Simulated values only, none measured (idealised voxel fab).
Process module name: voxel wiring stack
The width of the displayed cross-section, cut, is 290 nm; its cells are square, with a size of 5 nm.
How to read a cross-section here: the picture is a grid of square cells, written as bands going from the top down, and any band can span one or more rows of cells. What a band's entry tells you: where the top is and where the bottom is, as heights in nm, and after that what lies inside, material by material from left to right, each with its width in nm. Empty space is written as the word "blank", and a single material marked with the word "edge to edge" occupies the band from edge to edge. The reference from which all heights are counted is 0, the level beneath which the as-received wafer is entirely one material; the lowest band, having no lower bound, proceeds downward and is written after the example "0 and below". The expression "30->40" gives the width at the extremes of the band, the first number at its top row of cells and the second at its bottom row, with the width changing by equal amounts from each row to the next in between. Where a step carries "no change", the cross-section came out of it unchanged, cell for cell. "Voids, fully enclosed": empty spaces of 8 cells or more with no open way to the top, each given as width x height at distance, distance from the left edge, all in nm. It should be noted that, on the line of a given step, the content following the step's settings is a remark produced by the simulator itself with respect to that step. "overlay nm", when on a step's line for a step with a mask, measures how far to the right of its planned place the mask lay; a negative measure means to the left.
These are the steps we planned for the process
step 1: RECEIVE with material Si
step 2: CONFORMAL_DEP with material SiO2, thk nm 15
step 3: CONFORMAL_DEP with material SiCN, thk nm 5
step 4: DIRECTIONAL_DEP with material SiO2, thk nm 10
step 5: PATTERN with tone open, mask id METAL_1, material resist, width nm 30, pitch nm 50, thk nm 15, overlay nm 0
step 6: DIRECTIONAL_ETCH with etch materials SiO2, depth nm 20
step 7: DIRECTIONAL_ETCH with etch materials SiCN, depth nm 5
step 8: STRIP with etch materials resist
step 9: CONFORMAL_DEP with material TiN, thk nm 5
step 10: FILL_DEP with material Cu, thk nm 5
step 11: CMP with height nm 40
step 12: EPI with material Ru, thk nm 5
step 13: FILL_DEP with material SiCN, thk nm 5
step 14: DIRECTIONAL_DEP with material lowk, thk nm 20
step 15: DIRECTIONAL_DEP with material aC, thk nm 15
step 16: PATTERN with tone open, mask id PLUG_1, material resist, width nm 15, pitch nm 50, thk nm 35, overlay nm 0
step 17: DIRECTIONAL_ETCH with etch materials aC, depth nm 15
step 18: STRIP with etch materials resist
step 19: DIRECTIONAL_ETCH with etch materials lowk, depth nm 20
step 20: DIRECTIONAL_ETCH with etch materials SiCN, depth nm 5
step 21: STRIP with etch materials aC
step 22: CONFORMAL_DEP with material TiN, thk nm 5
step 23: FILL_DEP with material Ru, thk nm 5
step 24: CMP with height nm 70
step 25: CONFORMAL_DEP with material SiN, thk nm 5
step 26: DIRECTIONAL_DEP with material lowk, thk nm 15
step 27: MASKED_ETCH with tone open, mask id METAL_2, width nm 30, pitch nm 50, etch materials lowk, depth nm 15, overlay nm 0
step 28: MASKED_ETCH with tone open, mask id METAL_2, width nm 30, pitch nm 50, etch materials SiN, depth nm 5, overlay nm 0
step 29: CONFORMAL_DEP with material TiN, thk nm 5
step 30: FILL_DEP with material Cu, thk nm 10
step 31: CMP with height nm 90
step 32: CONFORMAL_DEP with material SiCN, thk nm 5
The plan's step 4 thk nm is the first wafer's value; the wafers differ in this setting and start identical.
As received, i.e. after step 1: cross-section through the first of several wafers
* 0 and below = Si edge to edge
* Voids, fully enclosed: none
Cross-section of the first of several wafers once the module has run through its last step, step 32
* 95 down to 90 = SiCN edge to edge
* 90 down to 75 = lowk: 55 / TiN: 5 / Cu: 20 / TiN: 5 / lowk: 20 / TiN: 5 / Cu: 20 / TiN: 5 / lowk: 20 / TiN: 5 / Cu: 20 / TiN: 5 / lowk: 20 / TiN: 5 / Cu: 20 / TiN: 5 / lowk: 55
* 75 down to 70 = SiN: 55 / TiN: 30 / SiN: 20 / TiN: 30 / SiN: 20 / TiN: 30 / SiN: 20 / TiN: 30 / SiN: 55
* 70 down to 50 = lowk: 55 / TiN: 5 / Ru: 5 / TiN: 5 / lowk: 35 / TiN: 5 / Ru: 5 / TiN: 5 / lowk: 35 / TiN: 5 / Ru: 5 / TiN: 5 / lowk: 35 / TiN: 5 / Ru: 5 / TiN: 5 / lowk: 70
* 50 down to 45 = SiCN: 55 / TiN: 15 / SiCN: 35 / TiN: 15 / SiCN: 35 / TiN: 15 / SiCN: 35 / TiN: 15 / SiCN: 70
* 45 down to 40 = Ru edge to edge
* 40 down to 35 = Cu edge to edge
* 35 down to 30 = TiN: 60 / Cu: 20 / TiN: 30 / Cu: 20 / TiN: 30 / Cu: 20 / TiN: 30 / Cu: 20 / TiN: 60
* 30 down to 20 = SiO2: 55 / TiN: 5 / Cu: 20 / TiN: 5 / SiO2: 20 / TiN: 5 / Cu: 20 / TiN: 5 / SiO2: 20 / TiN: 5 / Cu: 20 / TiN: 5 / SiO2: 20 / TiN: 5 / Cu: 20 / TiN: 5 / SiO2: 55
* 20 down to 15 = SiCN: 55 / TiN: 30 / SiCN: 20 / TiN: 30 / SiCN: 20 / TiN: 30 / SiCN: 20 / TiN: 30 / SiCN: 55
* 15 down to 0 = SiO2 edge to edge
* 0 and below = Si edge to edge
* Voids, fully enclosed: none
Here's the last wafer cross-sectioned at the end of the module
* 95 down to 90 = SiCN edge to edge
* 90 down to 75 = lowk: 55 / TiN: 5 / Cu: 20 / TiN: 5 / lowk: 20 / TiN: 5 / Cu: 20 / TiN: 5 / lowk: 20 / TiN: 5 / Cu: 20 / TiN: 5 / lowk: 20 / TiN: 5 / Cu: 20 / TiN: 5 / lowk: 55
* 75 down to 70 = SiN: 55 / TiN: 30 / SiN: 20 / TiN: 30 / SiN: 20 / TiN: 30 / SiN: 20 / TiN: 30 / SiN: 55
* 70 down to 50 = lowk: 55 / TiN: 5 / Ru: 5 / TiN: 5 / lowk: 35 / TiN: 5 / Ru: 5 / TiN: 5 / lowk: 35 / TiN: 5 / Ru: 5 / TiN: 5 / lowk: 35 / TiN: 5 / Ru: 5 / TiN: 5 / lowk: 70
* 50 down to 45 = SiCN: 55 / TiN: 15 / SiCN: 35 / TiN: 15 / SiCN: 35 / TiN: 15 / SiCN: 35 / TiN: 15 / SiCN: 70
* 45 down to 40 = SiCN: 50 / Ru: 40 / SiCN: 10 / Ru: 40 / SiCN: 10 / Ru: 40 / SiCN: 10 / Ru: 40 / SiCN: 50
* 40 down to 35 = SiO2: 55 / TiN: 30 / SiO2: 20 / TiN: 30 / SiO2: 20 / TiN: 30 / SiO2: 20 / TiN: 30 / SiO2: 55
* 35 down to 20 = SiO2 edge to edge
* 20 down to 15 = SiCN edge to edge
* 15 down to 0 = SiO2 edge to edge
* 0 and below = Si edge to edge
* Voids, fully enclosed: none
Each row below is a wafer at the end of the module, listing for every material the number of cells it has gained (+) or lost (-) since it was received, followed by its closed voids
thk nm 10 | +154 Cu | +74 Ru | +138 SiCN | +34 SiN | +242 SiO2 | +174 TiN | +286 lowk | Voids, fully enclosed: none
thk nm 15 | +112 Cu | +74 Ru | +138 SiCN | +34 SiN | +276 SiO2 | +182 TiN | +286 lowk | Voids, fully enclosed: none
thk nm 20 | +112 Cu | +48 Ru | +164 SiCN | +34 SiN | +310 SiO2 | +148 TiN | +286 lowk | Voids, fully enclosed: none
thk nm 25 | +80 Cu | +48 Ru | +188 SiCN | +34 SiN | +334 SiO2 | +132 TiN | +286 lowk | Voids, fully enclosed: none
thk nm 30 | +64 Cu | +48 Ru | +188 SiCN | +34 SiN | +358 SiO2 | +124 TiN | +286 lowk | Voids, fully enclosed: none
thk nm 35 | +48 Cu | +48 Ru | +188 SiCN | +34 SiN | +382 SiO2 | +116 TiN | +286 lowk | Voids, fully enclosed: none
